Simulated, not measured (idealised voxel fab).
Name of the process module below: voxel wiring stack
Displayed cross-section: cut, width of 280 nm, square cells sized 5 nm.
Cross-section spec: square-cell grid; bands listed top down; each band is one or more rows.
What a band's entry tells you: where the top is and where the bottom is, as heights in nm, and after that what lies inside, material by material from left to right, each with its width in nm. Empty space is written as the word "empty", and a single material marked with the word "edge to edge" occupies the band from edge to edge.
Convention: height 0 is the level below which the wafer, as received, is all one material. The lowest band does not terminate at the bottom but continues downward, represented as "top 0, no bottom".
The width entry "30..40" should be interpreted row by row: the top row of cells in the band takes the first number, the bottom row takes the second number, and the change between adjacent rows is uniform throughout.
The designation "no alterations made", where it is given for a processing step, indicates that no cell of the cross-section was altered in the course of that step.
Closed void catalog: empty space of 8 cells or more with no open way to the top, each as width x height at its distance from the left edge, in nm
On a step's line, text after the settings is the simulator commenting on that step.
On any step carrying a mask, the "overlay nm" setting, if present on the step's line, tells how far right of its planned place the mask lay; negative values point to the left.
Process steps - plan
1 RECEIVE [material Si]
2 CONFORMAL_DEP [material SiO2] [thk nm 10]
3 DIRECTIONAL_DEP [material TiN] [thk nm 5]
4 DIRECTIONAL_DEP [material W] [thk nm 15]
5 MASKED_ETCH [tone cover] [mask id METAL_1] [width nm 20] [pitch nm 40] [etch materials W] [depth nm 15] [overlay nm 0]
6 MASKED_ETCH [tone cover] [mask id METAL_1] [width nm 20] [pitch nm 40] [etch materials TiN] [depth nm 5] [overlay nm 0]
7 CONFORMAL_DEP [material SiCN] [thk nm 5]
8 FILL_DEP [material lowk] [thk nm 5]
9 CMP [height nm 30]
10 CONFORMAL_DEP [material SiCN] [thk nm 5]
11 DIRECTIONAL_DEP [material lowk] [thk nm 25]
12 DIRECTIONAL_DEP [material aC] [thk nm 10]
13 PATTERN [tone open] [mask id METAL_2_HOLES] [material resist] [width nm 15] [pitch nm 80] [thk nm 30] [overlay nm 0]
14 DIRECTIONAL_ETCH [etch materials aC] [depth nm 10]
15 STRIP [etch materials resist]
16 DIRECTIONAL_ETCH [etch materials lowk] [depth nm 25]
17 STRIP [etch materials aC]
18 PATTERN [tone open] [mask id METAL_2] [material resist] [width nm 20] [pitch nm 40] [thk nm 15] [overlay nm 0]
19 DIRECTIONAL_ETCH [etch materials lowk] [depth nm 15]
20 DIRECTIONAL_ETCH [etch materials SiCN] [depth nm 5]
21 STRIP [etch materials resist]
22 CONFORMAL_DEP [material TiN] [thk nm 5]
23 FILL_DEP [material Ru] [thk nm 10]
24 CMP [height nm 60]
25 CONFORMAL_DEP [material SiCN] [thk nm 5]
as received, after step 1
    top 0, no bottom: Si edge to edge
    Closed void catalog: none
This is how the wafer looks in cross-section once the module is done, given the starting state and plan above and one mistake in carrying the plan out
    top 65, bottom 60: SiCN edge to edge
    top 60, bottom 55: SiCN 70 nm / TiN 20 nm / SiCN 20 nm / TiN 20 nm / SiCN 20 nm / TiN 20 nm / SiCN 20 nm / TiN 20 nm / SiCN 70 nm
    top 55, bottom 30: lowk edge to edge
    top 30, bottom 15: lowk 65 nm / SiCN 5 nm / W 20 nm / SiCN 5 nm / lowk 10 nm / SiCN 5 nm / W 20 nm / SiCN 5 nm / lowk 10 nm / SiCN 5 nm / W 20 nm / SiCN 5 nm / lowk 10 nm / SiCN 5 nm / W 20 nm / SiCN 5 nm / lowk 65 nm
    top 15, bottom 10: SiCN 70 nm / TiN 20 nm / SiCN 20 nm / TiN 20 nm / SiCN 20 nm / TiN 20 nm / SiCN 20 nm / TiN 20 nm / SiCN 70 nm
    top 10, bottom 0: SiO2 edge to edge
    top 0, no bottom: Si edge to edge
    Closed void catalog: none
The mistake made against the process plan was this: steps 10 and 11 of the plan were run in the wrong order, each in the other's place
